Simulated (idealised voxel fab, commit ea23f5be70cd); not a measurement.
process module | voxel self aligned contacts
cross-section cut | 290 nm wide | cells 5 nm
A cross-section is a grid of square cells, given in bands from the top down. A band is one or more rows of cells.
Each band's line starts with the height of the band's top and of its bottom, in nm. Then come its materials from left to right, each with its width in nm. One material with "throughout" fills the band from edge to edge. "air" is empty space.
Height 0 is the level under which the wafer as received is all one material. The lowest band goes on downwards, as in "0 down".
A width such as "30 to 40" changes by the same amount from each row of cells to the next, from the band's top row to its bottom row.
"no change" after a step means that no cell of the cross-section changed.
closed voids: empty space of 8 cells or more with no open way to the top, each as width x height at its distance from the left edge, in nm
after a step's settings: what the simulator itself notes on the step
overlay nm, on a step with a mask: how far to the right of its planned place the mask lay; to the left if negative
plan
1 op RECEIVE | material Si
2 op CONFORMAL_DEP | material SiO2 | thk nm 5
3 op DIRECTIONAL_DEP | material polySi | thk nm 30
4 op DIRECTIONAL_DEP | material SiN | thk nm 15
5 op DIRECTIONAL_DEP | material aC | thk nm 10
6 op PATTERN | tone cover | mask id GATE | material resist | width nm 35 | pitch nm 70 | thk nm 25 | overlay nm 0
7 op DIRECTIONAL_ETCH | etch materials aC | depth nm 10
8 op STRIP | etch materials resist
9 op DIRECTIONAL_ETCH | etch materials SiN | depth nm 15
10 op DIRECTIONAL_ETCH | etch materials polySi | depth nm 30
11 op STRIP | etch materials aC
12 op CONFORMAL_DEP | material SiN | thk nm 5
13 op DIRECTIONAL_ETCH | etch materials SiN | depth nm 5
14 op FILL_DEP | material SiO2 | thk nm 15
15 op CMP | height nm 60
16 op PATTERN | tone open | mask id CONTACT | material resist | width nm 55 | thk nm 15 | overlay nm 0
17 op DIRECTIONAL_ETCH | etch materials SiO2 | depth nm 60
18 op STRIP | etch materials resist
19 op CONFORMAL_DEP | material TiN | thk nm 5
20 op FILL_DEP | material W | thk nm 10
21 op CMP | height nm 60
22 op CONFORMAL_DEP | material SiN | thk nm 5
as received, after step 1
  0 down: Si throughout
  closed voids: none
a wafer at the end: this start, this plan, one mistake
  65 to 60: SiN throughout
  60 to 50: SiO2 115 | TiN 5 | W 45 | TiN 5 | SiO2 120
  50 to 45: SiO2 115 | TiN 15 | W 25 | TiN 15 | SiO2 120
  45 to 35: SiO2 90 | SiN 35 | TiN 5 | W 25 | TiN 5 | SiN 35 | SiO2 95
  35 to 5: SiO2 90 | polySi 35 | TiN 5 | W 25 | TiN 5 | polySi 35 | SiO2 95
  5 to 0: SiO2 125 | TiN 35 | SiO2 130
  0 down: Si throughout
  closed voids: none
what went wrong: step 12 was left out
